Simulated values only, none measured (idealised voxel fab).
Process module, titled voxel capacitor over wiring
Section shown: cut. Width: 160 nm. Cell size: 5 nm, square.
Heads up, the way a cross-section reads in here is a grid of square cells, handed over as bands from the top down, with every band being one or more rows of cells. Within each band entry, the heights of the top and of the bottom of the band appear first, in that order and in nm; the materials of the band then follow from left to right, each with its corresponding width in nm. The designation "full width" on a single material indicates that it fills the band from edge to edge; the designation "empty" indicates empty space. For the purposes of this specification, 0 denotes the height below which the wafer in its as-received condition is composed wholly of one material, and the lowermost band, lacking a lower limit, extends downward without end, as expressed in "0 nm and below". You'd read "30->40" like this: the band's top row of cells is as wide as the first number, its bottom row is as wide as the second, and going down, every row changes width by the same amount as the row before did. Take "no alterations made" at face value: in the step it is given for, the cross-section changed in none of its cells. The list in "Internal closed voids" covers empty spaces of 8 cells or more that cannot reach the top through any open way, and it gives each as width x height at distance; the distance is from the left edge, and width, height and distance are in nm. Note: text after step settings on the step line = simulator remark on that step. On any step carrying a mask, the "overlay nm" setting, if present on the step's line, tells how far right of its planned place the mask lay; negative values point to the left.

Planned process steps
step 1: RECEIVE with material Si
step 2: CONFORMAL_DEP with material SiO2, thk nm 10
step 3: DIRECTIONAL_DEP with material TiN, thk nm 5
step 4: DIRECTIONAL_DEP with material Ru, thk nm 15
step 5: PATTERN with tone cover, mask id METAL_1, material resist, width nm 25, pitch nm 95, thk nm 20, overlay nm 0
step 6: DIRECTIONAL_ETCH with etch materials Ru, depth nm 15
step 7: DIRECTIONAL_ETCH with etch materials TiN, depth nm 5
step 8: STRIP with etch materials resist
step 9: CONFORMAL_DEP with material SiCN, thk nm 5
step 10: FILL_DEP with material SiO2, thk nm 5
step 11: CMP with height nm 30
step 12: CONFORMAL_DEP with material SiCN, thk nm 5
step 13: DIRECTIONAL_DEP with material SiO2, thk nm 15
step 14: DIRECTIONAL_DEP with material aC, thk nm 10
step 15: PATTERN with tone open, mask id PLUG_1, material resist, width nm 15, thk nm 25, overlay nm 0
step 16: DIRECTIONAL_ETCH with etch materials aC, depth nm 10
step 17: STRIP with etch materials resist
step 18: DIRECTIONAL_ETCH with etch materials SiO2, depth nm 15
step 19: DIRECTIONAL_ETCH with etch materials SiCN, depth nm 5
step 20: STRIP with etch materials aC
step 21: CONFORMAL_DEP with material TiN, thk nm 5
step 22: FILL_DEP with material Cu, thk nm 5
step 23: CMP with height nm 50
step 24: DIRECTIONAL_DEP with material TiN, thk nm 10
step 25: DIRECTIONAL_DEP with material HfO2, thk nm 5
step 26: DIRECTIONAL_DEP with material TiN, thk nm 10
step 27: DIRECTIONAL_DEP with material aC, thk nm 10
step 28: PATTERN with tone cover, mask id UPPER_PLATE, material resist, width nm 75, thk nm 30, overlay nm 0
step 29: DIRECTIONAL_ETCH with etch materials aC, depth nm 10
step 30: STRIP with etch materials resist
step 31: DIRECTIONAL_ETCH with etch materials TiN, depth nm 10
step 32: DIRECTIONAL_ETCH with etch materials HfO2, depth nm 5
step 33: STRIP with etch materials aC
step 34: DIRECTIONAL_DEP with material aC, thk nm 10
step 35: PATTERN with tone cover, mask id LOWER_PLATE, material resist, width nm 85, thk nm 25, overlay nm 0
step 36: DIRECTIONAL_ETCH with etch materials aC, depth nm 10
step 37: STRIP with etch materials resist
step 38: DIRECTIONAL_ETCH with etch materials TiN, depth nm 10
step 39: STRIP with etch materials aC
step 40: FILL_DEP with material SiO2, thk nm 20
step 41: CMP with height nm 90
step 42: MASKED_ETCH with tone open, mask id PLUG_2, width nm 15, etch materials SiO2, depth nm 15, overlay nm 0
step 43: CONFORMAL_DEP with material TiN, thk nm 5
step 44: FILL_DEP with material Cu, thk nm 5
step 45: CMP with height nm 90
step 46: CONFORMAL_DEP with material SiN, thk nm 5

This is the cross-section of the wafer as we received it, i.e. after step 1
  0 nm and below = Si full width
  Internal closed voids: none

Sectioned view, first of two wafers, at the close of the module, processed as intended in the plan
  95 nm to 90 nm = SiN full width
  90 nm to 80 nm = 40 SiO2 | 5 TiN | 5 Cu | 5 TiN | 105 SiO2
  80 nm to 75 nm = 40 SiO2 | 15 TiN | 105 SiO2
  75 nm to 65 nm = 30 SiO2 | 75 TiN | 55 SiO2
  65 nm to 60 nm = 30 SiO2 | 75 HfO2 | 55 SiO2
  60 nm to 50 nm = 25 SiO2 | 85 TiN | 50 SiO2
  50 nm to 35 nm = 30 SiO2 | 5 TiN | 5 Cu | 5 TiN | 115 SiO2
  35 nm to 30 nm = 30 SiCN | 15 TiN | 115 SiCN
  30 nm to 15 nm = 15 SiO2 | 5 SiCN | 25 Ru | 5 SiCN | 60 SiO2 | 5 SiCN | 25 Ru | 5 SiCN | 15 SiO2
  15 nm to 10 nm = 20 SiCN | 25 TiN | 70 SiCN | 25 TiN | 20 SiCN
  10 nm to 0 nm = SiO2 full width
  0 nm and below = Si full width
  Internal closed voids: none

Cross-sectional image of the second wafer of the two following completion of the module. Starting state and process plan were the same as for the first wafer; one execution error occurred
  95 nm to 90 nm = SiN full width
  90 nm to 80 nm = 40 SiO2 | 5 TiN | 5 Cu | 5 TiN | 105 SiO2
  80 nm to 75 nm = 40 SiO2 | 15 TiN | 105 SiO2
  75 nm to 65 nm = 30 SiO2 | 75 TiN | 55 SiO2
  65 nm to 60 nm = 30 SiO2 | 75 HfO2 | 55 SiO2
  60 nm to 50 nm = 25 SiO2 | 85 TiN | 50 SiO2
  50 nm to 35 nm = 30 SiO2 | 5 TiN | 5 Cu | 5 TiN | 115 SiO2
  35 nm to 30 nm = 30 SiCN | 15 TiN | 115 SiCN
  30 nm to 25 nm = 15 SiO2 | 35 SiCN | 60 SiO2 | 35 SiCN | 15 SiO2
  25 nm to 10 nm = 15 SiO2 | 5 SiCN | 25 Ru | 5 SiCN | 60 SiO2 | 5 SiCN | 25 Ru | 5 SiCN | 15 SiO2
  10 nm to 5 nm = 20 SiCN | 25 TiN | 70 SiCN | 25 TiN | 20 SiCN
  5 nm to 0 nm = SiO2 full width
  0 nm and below = Si full width
  Internal closed voids: none
What was done differently from what was planned? the process deviated at step 2: the operation and settings actually run there were CONFORMAL_DEP with material SiO2, thk nm 5
Final cells, second wafer relative to first, materials higher or lower: 14 more of SiCN; 14 fewer of SiO2
